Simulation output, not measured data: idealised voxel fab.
process module | voxel self aligned contacts
For reference, the cross-section in this document is cut, with width 225 nm and square cells of 5 nm.
Just so we're on the same page, the cross-sections are grids of square cells, and they're listed out in bands top to bottom, each band one or more rows deep. For a band, the entry starts with two heights in nm, that of the top and then that of the bottom, and carries on with the band's materials in order from left to right, each alongside its width in nm; the word "full width" beside a single material means it fills the band edge to edge, and "empty" means empty space. Where do heights start? At 0: under that level the wafer as delivered is made of one material only. And the lowest band has no floor; it just carries on downward, as in "top 0, no bottom". Per-row width for "30 to 40": begins at first number (top row of band), ends at second number (bottom row), increment between rows held constant. "remained the same" after a step means that no cell of the cross-section changed. Enclosed voids (no open way to top), threshold 8 cells or more, entry "Voids lacking openings", notation width x height at distance, distance from left edge, nm. The remark found on a step's line after its settings is issued by the simulator itself and pertains to that step. If you see "overlay nm" on a step's line and that step has a mask, it's telling you how far right of where it was planned the mask ended up; a negative number means it went left instead.
# Intended process steps
| 1 | RECEIVE | material Si |
| 2 | CONFORMAL_DEP | material SiO2 | thk nm 5 |
| 3 | DIRECTIONAL_DEP | material polySi | thk nm 20 |
| 4 | DIRECTIONAL_DEP | material SiN | thk nm 20 |
| 5 | DIRECTIONAL_DEP | material aC | thk nm 15 |
| 6 | PATTERN | tone cover | mask id GATE | material resist | width nm 35 | pitch nm 75 | thk nm 35 | overlay nm 0 |
| 7 | DIRECTIONAL_ETCH | etch materials aC | depth nm 15 |
| 8 | STRIP | etch materials resist |
| 9 | DIRECTIONAL_ETCH | etch materials SiN | depth nm 20 |
| 10 | DIRECTIONAL_ETCH | etch materials polySi | depth nm 20 |
| 11 | STRIP | etch materials aC |
| 12 | CONFORMAL_DEP | material SiN | thk nm 10 |
| 13 | DIRECTIONAL_ETCH | etch materials SiN | depth nm 10 |
| 14 | FILL_DEP | material SiO2 | thk nm 15 |
| 15 | CMP | height nm 55 |
| 16 | PATTERN | tone open | mask id CONTACT | material resist | width nm 50 | thk nm 20 | overlay nm 0 |
| 17 | DIRECTIONAL_ETCH | etch materials SiO2 | depth nm 55 |
| 18 | STRIP | etch materials resist |
| 19 | CONFORMAL_DEP | material TiN | thk nm 5 |
| 20 | FILL_DEP | material W | thk nm 10 |
| 21 | CMP | height nm 55 |
| 22 | CONFORMAL_DEP | material SiCN | thk nm 5 |
# Run as planned: first of two wafers
# Cross-section: wafer on arrival = after step 1
* top 0, no bottom = Si full width
* Voids lacking openings: none
# Cross-section through the wafer, step 2 finished
* top 5, bottom 0 = SiO2 full width
* Nothing below the height 0 has changed.
# Cross-section through the wafer, step 3 finished
* top 25, bottom 5 = polySi full width
* Nothing below the height 5 has changed.
# Cross-section through the wafer, step 4 finished
* top 45, bottom 25 = SiN full width
* Nothing below the height 25 has changed.
# Cross-section through the wafer, step 5 finished
* top 60, bottom 45 = aC full width
* Nothing below the height 45 has changed.
# Cross-section through the wafer, step 6 finished
* top 95, bottom 60 = empty (55) | resist (35) | empty (40) | resist (35) | empty (60)
* Nothing below the height 60 has changed.
# Cross-section through the wafer, step 7 finished
* top 80, bottom 60 = empty (55) | resist (35) | empty (40) | resist (35) | empty (60)
* top 60, bottom 45 = empty (55) | aC (35) | empty (40) | aC (35) | empty (60)
* Nothing below the height 45 has changed.
# Cross-section through the wafer, step 8 finished
* top 60, bottom 45 = empty (55) | aC (35) | empty (40) | aC (35) | empty (60)
* Nothing below the height 45 has changed.
# Cross-section through the wafer, step 9 finished
* top 60, bottom 45 = empty (55) | aC (35) | empty (40) | aC (35) | empty (60)
* top 45, bottom 25 = empty (55) | SiN (35) | empty (40) | SiN (35) | empty (60)
* Nothing below the height 25 has changed.
# Cross-section through the wafer, step 10 finished
* top 60, bottom 45 = empty (55) | aC (35) | empty (40) | aC (35) | empty (60)
* top 45, bottom 25 = empty (55) | SiN (35) | empty (40) | SiN (35) | empty (60)
* top 25, bottom 5 = empty (55) | polySi (35) | empty (40) | polySi (35) | empty (60)
* Nothing below the height 5 has changed.
# Cross-section through the wafer, step 11 finished
* top 45, bottom 25 = empty (55) | SiN (35) | empty (40) | SiN (35) | empty (60)
* Nothing below the height 25 has changed.
# Cross-section through the wafer, step 12 finished
* top 55, bottom 25 = empty (45) | SiN (55) | empty (20) | SiN (55) | empty (50)
* top 25, bottom 15 = empty (45) | SiN (10) | polySi (35) | SiN (10) | empty (20) | SiN (10) | polySi (35) | SiN (10) | empty (50)
* top 15, bottom 5 = SiN (55) | polySi (35) | SiN (40) | polySi (35) | SiN (60)
* Nothing below the height 5 has changed.
# Cross-section through the wafer, step 13 finished
* top 45, bottom 25 = empty (45) | SiN (55) | empty (20) | SiN (55) | empty (50)
* top 25, bottom 5 = empty (45) | SiN (10) | polySi (35) | SiN (10) | empty (20) | SiN (10) | polySi (35) | SiN (10) | empty (50)
* Nothing below the height 5 has changed.
# Cross-section through the wafer, step 14 finished
* top 60, bottom 45 = SiO2 full width
* top 45, bottom 25 = SiO2 (45) | SiN (55) | SiO2 (20) | SiN (55) | SiO2 (50)
* top 25, bottom 5 = SiO2 (45) | SiN (10) | polySi (35) | SiN (10) | SiO2 (20) | SiN (10) | polySi (35) | SiN (10) | SiO2 (50)
* Nothing below the height 5 has changed.
# Cross-section through the wafer, step 15 finished
* top 55, bottom 45 = SiO2 full width
* Nothing below the height 45 has changed.
# Cross-section through the wafer, step 16 finished
* top 75, bottom 55 = resist (85) | empty (50) | resist (90)
* Nothing below the height 55 has changed.
# Cross-section through the wafer, step 17 finished
* top 75, bottom 55 = resist (85) | empty (50) | resist (90)
* top 55, bottom 45 = SiO2 (85) | empty (50) | SiO2 (90)
* top 45, bottom 25 = SiO2 (45) | SiN (55) | empty (20) | SiN (55) | SiO2 (50)
* top 25, bottom 5 = SiO2 (45) | SiN (10) | polySi (35) | SiN (10) | empty (20) | SiN (10) | polySi (35) | SiN (10) | SiO2 (50)
* top 5, bottom 0 = SiO2 (100) | empty (20) | SiO2 (105)
* Nothing below the height 0 has changed.
# Cross-section through the wafer, step 18 finished
* top 55, bottom 45 = SiO2 (85) | empty (50) | SiO2 (90)
* Nothing below the height 45 has changed.
# Cross-section through the wafer, step 19 finished
* top 60, bottom 55 = TiN (90) | empty (40) | TiN (95)
* top 55, bottom 45 = SiO2 (85) | TiN (5 to 20) | empty (40 to 10) | TiN (5 to 20) | SiO2 (90)
* top 45, bottom 25 = SiO2 (45) | SiN (55) | TiN (5) | empty (10) | TiN (5) | SiN (55) | SiO2 (50)
* top 25, bottom 5 = SiO2 (45) | SiN (10) | polySi (35) | SiN (10) | TiN (5) | empty (10) | TiN (5) | SiN (10) | polySi (35) | SiN (10) | SiO2 (50)
* top 5, bottom 0 = SiO2 (100) | TiN (20) | SiO2 (105)
* Nothing below the height 0 has changed.
# Cross-section through the wafer, step 20 finished
* top 70, bottom 60 = W full width
* top 60, bottom 55 = TiN (90) | W (40) | TiN (95)
* top 55, bottom 45 = SiO2 (85) | TiN (5 to 20) | W (40 to 10) | TiN (5 to 20) | SiO2 (90)
* top 45, bottom 25 = SiO2 (45) | SiN (55) | TiN (5) | W (10) | TiN (5) | SiN (55) | SiO2 (50)
* top 25, bottom 5 = SiO2 (45) | SiN (10) | polySi (35) | SiN (10) | TiN (5) | W (10) | TiN (5) | SiN (10) | polySi (35) | SiN (10) | SiO2 (50)
* Nothing below the height 5 has changed.
# Cross-section through the wafer, step 21 finished
* top 55, bottom 45 = SiO2 (85) | TiN (5 to 20) | W (40 to 10) | TiN (5 to 20) | SiO2 (90)
* Nothing below the height 45 has changed.
# Cross-section through the wafer, step 22 finished
* top 60, bottom 55 = SiCN full width
* Nothing below the height 55 has changed.
# Regarding the second of the two wafers: it shared the first wafer's starting condition and process plan, yet one error occurred during its execution. Its history coincides with that of the first wafer up to and including step 2
# At the planned end of step 3, the second wafer in cross-section
* top 45, bottom 5 = polySi full width
* Nothing below the height 5 has changed.
# At the planned end of step 4, the second wafer in cross-section
* top 65, bottom 45 = SiN full width
* Nothing below the height 45 has changed.
# At the planned end of step 5, the second wafer in cross-section
* top 80, bottom 65 = aC full width
* Nothing below the height 65 has changed.
# At the planned end of step 6, the second wafer in cross-section
* top 115, bottom 80 = empty (55) | resist (35) | empty (40) | resist (35) | empty (60)
* Nothing below the height 80 has changed.
# At the planned end of step 7, the second wafer in cross-section
* top 100, bottom 80 = empty (55) | resist (35) | empty (40) | resist (35) | empty (60)
* top 80, bottom 65 = empty (55) | aC (35) | empty (40) | aC (35) | empty (60)
* Nothing below the height 65 has changed.
# At the planned end of step 8, the second wafer in cross-section
* top 80, bottom 65 = empty (55) | aC (35) | empty (40) | aC (35) | empty (60)
* Nothing below the height 65 has changed.
# At the planned end of step 9, the second wafer in cross-section
* top 80, bottom 65 = empty (55) | aC (35) | empty (40) | aC (35) | empty (60)
* top 65, bottom 45 = empty (55) | SiN (35) | empty (40) | SiN (35) | empty (60)
* Nothing below the height 45 has changed.
# At the planned end of step 10, the second wafer in cross-section
* top 80, bottom 65 = empty (55) | aC (35) | empty (40) | aC (35) | empty (60)
* top 65, bottom 45 = empty (55) | SiN (35) | empty (40) | SiN (35) | empty (60)
* top 45, bottom 25 = empty (55) | polySi (35) | empty (40) | polySi (35) | empty (60)
* Nothing below the height 25 has changed.
# At the planned end of step 11, the second wafer in cross-section
* top 65, bottom 45 = empty (55) | SiN (35) | empty (40) | SiN (35) | empty (60)
* Nothing below the height 45 has changed.
# At the planned end of step 12, the second wafer in cross-section
* top 75, bottom 45 = empty (45) | SiN (55) | empty (20) | SiN (55) | empty (50)
* top 45, bottom 35 = empty (45) | SiN (10) | polySi (35) | SiN (10) | empty (20) | SiN (10) | polySi (35) | SiN (10) | empty (50)
* top 35, bottom 25 = SiN (55) | polySi (35) | SiN (40) | polySi (35) | SiN (60)
* Nothing below the height 25 has changed.
# At the planned end of step 13, the second wafer in cross-section
* top 65, bottom 45 = empty (45) | SiN (55) | empty (20) | SiN (55) | empty (50)
* top 45, bottom 25 = empty (45) | SiN (10) | polySi (35) | SiN (10) | empty (20) | SiN (10) | polySi (35) | SiN (10) | empty (50)
* Nothing below the height 25 has changed.
# At the planned end of step 14, the second wafer in cross-section
* top 80, bottom 65 = SiO2 full width
* top 65, bottom 45 = SiO2 (45) | SiN (55) | SiO2 (20) | SiN (55) | SiO2 (50)
* top 45, bottom 25 = SiO2 (45) | SiN (10) | polySi (35) | SiN (10) | SiO2 (20) | SiN (10) | polySi (35) | SiN (10) | SiO2 (50)
* Nothing below the height 25 has changed.
# At the planned end of step 15, the second wafer in cross-section
* top 55, bottom 45 = SiO2 (45) | SiN (55) | SiO2 (20) | SiN (55) | SiO2 (50)
* Nothing below the height 45 has changed.
# At the planned end of step 16, the second wafer in cross-section
* top 75, bottom 55 = resist (85) | empty (50) | resist (90)
* Nothing below the height 55 has changed.
# At the planned end of step 17, the second wafer in cross-section
* top 75, bottom 55 = resist (85) | empty (50) | resist (90)
* top 55, bottom 45 = SiO2 (45) | SiN (55) | empty (20) | SiN (55) | SiO2 (50)
* top 45, bottom 25 = SiO2 (45) | SiN (10) | polySi (35) | SiN (10) | empty (20) | SiN (10) | polySi (35) | SiN (10) | SiO2 (50)
* Nothing below the height 25 has changed.
# At the planned end of step 18, the second wafer in cross-section
* top 55, bottom 45 = SiO2 (45) | SiN (55) | empty (20) | SiN (55) | SiO2 (50)
* Nothing below the height 45 has changed.
# At the planned end of step 19, the second wafer in cross-section
* top 60, bottom 55 = TiN (105) | empty (10) | TiN (110)
* top 55, bottom 45 = SiO2 (45) | SiN (55) | TiN (5) | empty (10) | TiN (5) | SiN (55) | SiO2 (50)
* top 45, bottom 30 = SiO2 (45) | SiN (10) | polySi (35) | SiN (10) | TiN (5) | empty (10) | TiN (5) | SiN (10) | polySi (35) | SiN (10) | SiO2 (50)
* top 30, bottom 25 = SiO2 (45) | SiN (10) | polySi (35) | SiN (10) | TiN (20) | SiN (10) | polySi (35) | SiN (10) | SiO2 (50)
* Nothing below the height 25 has changed.
# At the planned end of step 20, the second wafer in cross-section
* top 70, bottom 60 = W full width
* top 60, bottom 55 = TiN (105) | W (10) | TiN (110)
* top 55, bottom 45 = SiO2 (45) | SiN (55) | TiN (5) | W (10) | TiN (5) | SiN (55) | SiO2 (50)
* top 45, bottom 30 = SiO2 (45) | SiN (10) | polySi (35) | SiN (10) | TiN (5) | W (10) | TiN (5) | SiN (10) | polySi (35) | SiN (10) | SiO2 (50)
* Nothing below the height 30 has changed.
# At the planned end of step 21, the second wafer in cross-section
* top 55, bottom 45 = SiO2 (45) | SiN (55) | TiN (5) | W (10) | TiN (5) | SiN (55) | SiO2 (50)
* Nothing below the height 45 has changed.
# At the planned end of step 22, the second wafer in cross-section
* top 60, bottom 55 = SiCN full width
* Nothing below the height 55 has changed.
What was done differently from what was planned? twice, step 3 of the plan was run
Final difference in cells, second wafer against first, listed per material as more or fewer: SiN -44; SiO2 -104; TiN -16; W -16; polySi +180
